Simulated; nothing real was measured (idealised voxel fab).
process module | voxel fin reveal
cross-section cut | 285 nm wide | cells 5 nm
A cross-section is a grid of square cells, given in bands from the top down. A band is one or more rows of cells.
Each band's line starts with the height of the band's top and of its bottom, in nm. Then come its materials from left to right, each with its width in nm. One material with "throughout" fills the band from edge to edge. "air" is empty space.
Height 0 is the level under which the wafer as received is all one material. The lowest band goes on downwards, as in "0 down".
A width such as "30 to 40" changes by the same amount from each row of cells to the next, from the band's top row to its bottom row.
"no change" after a step means that no cell of the cross-section changed.
closed voids: empty space of 8 cells or more with no open way to the top, each as width x height at its distance from the left edge, in nm
after a step's settings: what the simulator itself notes on the step
overlay nm, on a step with a mask: how far to the right of its planned place the mask lay; to the left if negative
plan
1 op RECEIVE | material Si
2 op CONFORMAL_DEP | material SiN | thk nm 10
3 op MASKED_ETCH | tone cover | mask id FINS | width nm 15 | pitch nm 40 | etch materials SiN | depth nm 10 | overlay nm 0
4 op MASKED_ETCH | tone cover | mask id FINS | width nm 15 | pitch nm 40 | etch materials Si | depth nm 35 | overlay nm 0
5 op FILL_DEP | material SiO2 | thk nm 10
6 op CMP | height nm 10
7 op SELECTIVE_ETCH | etch materials SiO2 | depth nm 20
8 op STRIP | etch materials SiN
9 op CONFORMAL_DEP | material SiO2 | thk nm 5
as received, after step 1
  0 down: Si throughout
  closed voids: none
a wafer at the end: this start, this plan, one mistake
  5 to 0: air 90 | SiO2 25 | air 15 | SiO2 25 | air 15 | SiO2 25 | air 90
  0 to -5: air 90 | SiO2 5 | Si 15 | SiO2 5 | air 15 | SiO2 5 | Si 15 | SiO2 5 | air 15 | SiO2 5 | Si 15 | SiO2 5 | air 90
  -5 to -30: SiO2 95 | Si 15 | SiO2 25 | Si 15 | SiO2 25 | Si 15 | SiO2 95
  -30 down: Si throughout
  closed voids: none
what went wrong: step 4 ran as: op MASKED_ETCH | tone cover | mask id FINS | width nm 15 | pitch nm 40 | etch materials Si | depth nm 30 | overlay nm 0
